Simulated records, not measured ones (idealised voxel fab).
process module | voxel gate over fins
cross-section cut | 265 nm wide | cells 5 nm
A cross-section is a grid of square cells, given in bands from the top down. A band is one or more rows of cells.
Each band's line starts with the height of the band's top and of its bottom, in nm. Then come its materials from left to right, each with its width in nm. One material with "throughout" fills the band from edge to edge. "air" is empty space.
Height 0 is the level under which the wafer as received is all one material. The lowest band goes on downwards, as in "0 down".
A width such as "30 to 40" changes by the same amount from each row of cells to the next, from the band's top row to its bottom row.
"no change" after a step means that no cell of the cross-section changed.
closed voids: empty space of 8 cells or more with no open way to the top, each as width x height at its distance from the left edge, in nm
after a step's settings: what the simulator itself notes on the step
overlay nm, on a step with a mask: how far to the right of its planned place the mask lay; to the left if negative
plan
1 op RECEIVE | material Si
2 op CONFORMAL_DEP | material SiN | thk nm 5
3 op DIRECTIONAL_DEP | material aC | thk nm 15
4 op PATTERN | tone cover | mask id FINS | material resist | width nm 15 | pitch nm 40 | thk nm 35 | overlay nm 0
5 op DIRECTIONAL_ETCH | etch materials aC | depth nm 15
6 op STRIP | etch materials resist
7 op DIRECTIONAL_ETCH | etch materials SiN | depth nm 5
8 op DIRECTIONAL_ETCH | etch materials Si | depth nm 40
9 op STRIP | etch materials aC
10 op FILL_DEP | material SiO2 | thk nm 10
11 op CMP | height nm 5
12 op SELECTIVE_ETCH | etch materials SiO2 | depth nm 15
13 op STRIP | etch materials SiN
14 op CONFORMAL_DEP | material HfO2 | thk nm 5
15 op CONFORMAL_DEP | material TiN | thk nm 5
16 op FILL_DEP | material W | thk nm 15
17 op CMP | height nm 20
18 op CONFORMAL_DEP | material SiCN | thk nm 5
as received, after step 1
  0 down: Si throughout
  closed voids: none
first wafer at the end, as planned
  25 to 20: SiCN throughout
  20 to 10: W throughout
  10 to 5: W 95 | TiN 35 | W 5 | TiN 35 | W 95
  5 to 0: W 95 | TiN 5 | HfO2 25 | TiN 5 | W 5 | TiN 5 | HfO2 25 | TiN 5 | W 95
  0 to -5: TiN 100 | HfO2 5 | Si 15 | HfO2 5 | TiN 15 | HfO2 5 | Si 15 | HfO2 5 | TiN 100
  -5 to -10: HfO2 105 | Si 15 | HfO2 25 | Si 15 | HfO2 105
  -10 to -40: SiO2 105 | Si 15 | SiO2 25 | Si 15 | SiO2 105
  -40 down: Si throughout
  closed voids: none
second wafer at the end: like start, like plan, one mistake
  25 to 20: SiCN throughout
  20 to 10: W throughout
  10 to 5: W 95 | TiN 35 | W 5 | TiN 35 | W 95
  5 to 0: W 95 | TiN 5 | W 25 | TiN 5 | W 5 | TiN 5 | W 25 | TiN 5 | W 95
  0 to -5: TiN 100 | W 5 | Si 15 | W 5 | TiN 15 | W 5 | Si 15 | W 5 | TiN 100
  -5 to -10: W 105 | Si 15 | W 25 | Si 15 | W 105
  -10 to -40: SiO2 105 | Si 15 | SiO2 25 | Si 15 | SiO2 105
  -40 down: Si throughout
  closed voids: none
what went wrong: step 14 ran as: op CONFORMAL_DEP | material W | thk nm 5
at the end the second wafer has, in cells: 61 fewer of HfO2 | 61 more of W
